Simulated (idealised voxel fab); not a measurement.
The following process module bears the name voxel self aligned vias.
Section cut is 250 nm wide and gridded with 5 nm square cells.
We lay out every cross-section as a grid of square cells and spell it out in bands from the top down, where one band means one or more rows of cells.
Look at the band entry: it leads with the top's height and the bottom's height in nm. Then it lists the materials left to right, with a width in nm for each. The word "all across" on a single material says that material fills the band edge to edge. The word "blank" is empty space.
Height reference: 0 = level under which incoming wafer is all one material. Lowest band: no bottom, runs on downward, e.g. "from 0 down".
A two-number width, for instance "30..40", indicates that the width is equal to the first number in the top row of the band and to the second number in the bottom row, and that it changes by a constant amount per row of cells.
Where a step carries "left unchanged", the cross-section came out of it unchanged, cell for cell.
Any empty space of 8 cells or more lacking an open way to the top shows up in "Enclosed cavities" as width x height at distance, distance from the left edge, in nm.
Text after the settings on a step's line: the simulator's own remark on that step.
When a step includes a mask, the "overlay nm" setting on its line states how far to the right of its planned place that mask lay, and negative values state how far to the left.

**The following list gives the planned process steps**
| 1 | RECEIVE with material Si |
| 2 | CONFORMAL_DEP with material SiO2, thk nm 10 |
| 3 | CONFORMAL_DEP with material SiCN, thk nm 5 |
| 4 | DIRECTIONAL_DEP with material SiO2, thk nm 20 |
| 5 | PATTERN with tone open, mask id LINES, material resist, width nm 30, pitch nm 55, thk nm 15, overlay nm 0 |
| 6 | DIRECTIONAL_ETCH with etch materials SiO2, depth nm 20 |
| 7 | STRIP with etch materials resist |
| 8 | CONFORMAL_DEP with material TiN, thk nm 5 |
| 9 | FILL_DEP with material Ru, thk nm 5 |
| 10 | CMP with height nm 35 |
| 11 | SELECTIVE_ETCH with etch materials W Ru TiN, depth nm 5 |
| 12 | FILL_DEP with material SiN, thk nm 10 |
| 13 | CMP with height nm 35 |
| 14 | DIRECTIONAL_DEP with material SiO2, thk nm 20 |
| 15 | MASKED_ETCH with tone open, mask id VIAS, width nm 40, pitch nm 55, etch materials SiO2, depth nm 20, overlay nm 0 |
| 16 | MASKED_ETCH with tone open, mask id VIAS, width nm 40, pitch nm 55, etch materials SiN, depth nm 5, overlay nm 0 |
| 17 | CONFORMAL_DEP with material TiN, thk nm 5 |
| 18 | FILL_DEP with material Ru, thk nm 10 |
| 19 | CMP with height nm 55 |
| 20 | CONFORMAL_DEP with material SiCN, thk nm 5 |

**Wafer cross-section on receipt, i.e. after step 1**
from 0 down | Si all across
Enclosed cavities: none

**The first of two wafers, cross-sectioned at the end of the module, with the run proceeding as planned**
from 60 to 55 | SiCN all across
from 55 to 40 | SiO2 50 / TiN 5 / Ru 30 / TiN 5 / SiO2 15 / TiN 5 / Ru 30 / TiN 5 / SiO2 15 / TiN 5 / Ru 30 / TiN 5 / SiO2 50
from 40 to 35 | SiO2 50 / TiN 10 / Ru 20 / TiN 10 / SiO2 15 / TiN 10 / Ru 20 / TiN 10 / SiO2 15 / TiN 10 / Ru 20 / TiN 10 / SiO2 50
from 35 to 30 | SiO2 55 / TiN 30 / SiO2 25 / TiN 30 / SiO2 25 / TiN 30 / SiO2 55
from 30 to 20 | SiO2 55 / TiN 5 / Ru 20 / TiN 5 / SiO2 25 / TiN 5 / Ru 20 / TiN 5 / SiO2 25 / TiN 5 / Ru 20 / TiN 5 / SiO2 55
from 20 to 15 | SiO2 55 / TiN 30 / SiO2 25 / TiN 30 / SiO2 25 / TiN 30 / SiO2 55
from 15 to 10 | SiCN all across
from 10 to 0 | SiO2 all across
from 0 down | Si all across
Enclosed cavities: none

**Here is the second of the two wafers cut open at the end of the module - same start, same plan as the first one, but we made one mistake running it**
from 75 to 70 | SiCN all across
from 70 to 60 | Ru all across
from 60 to 55 | TiN 55 / Ru 30 / TiN 25 / Ru 30 / TiN 25 / Ru 30 / TiN 55
from 55 to 40 | SiO2 50 / TiN 5 / Ru 30 / TiN 5 / SiO2 15 / TiN 5 / Ru 30 / TiN 5 / SiO2 15 / TiN 5 / Ru 30 / TiN 5 / SiO2 50
from 40 to 35 | SiO2 50 / TiN 10 / Ru 20 / TiN 10 / SiO2 15 / TiN 10 / Ru 20 / TiN 10 / SiO2 15 / TiN 10 / Ru 20 / TiN 10 / SiO2 50
from 35 to 30 | SiO2 55 / TiN 30 / SiO2 25 / TiN 30 / SiO2 25 / TiN 30 / SiO2 55
from 30 to 20 | SiO2 55 / TiN 5 / Ru 20 / TiN 5 / SiO2 25 / TiN 5 / Ru 20 / TiN 5 / SiO2 25 / TiN 5 / Ru 20 / TiN 5 / SiO2 55
from 20 to 15 | SiO2 55 / TiN 30 / SiO2 25 / TiN 30 / SiO2 25 / TiN 30 / SiO2 55
from 15 to 10 | SiCN all across
from 10 to 0 | SiO2 all across
from 0 down | Si all across
Enclosed cavities: none
It is concluded that the wafer was processed incorrectly with respect to the plan, in that plan step 19 skipped
at the end the second wafer has, in cells: +118 Ru | +32 TiN
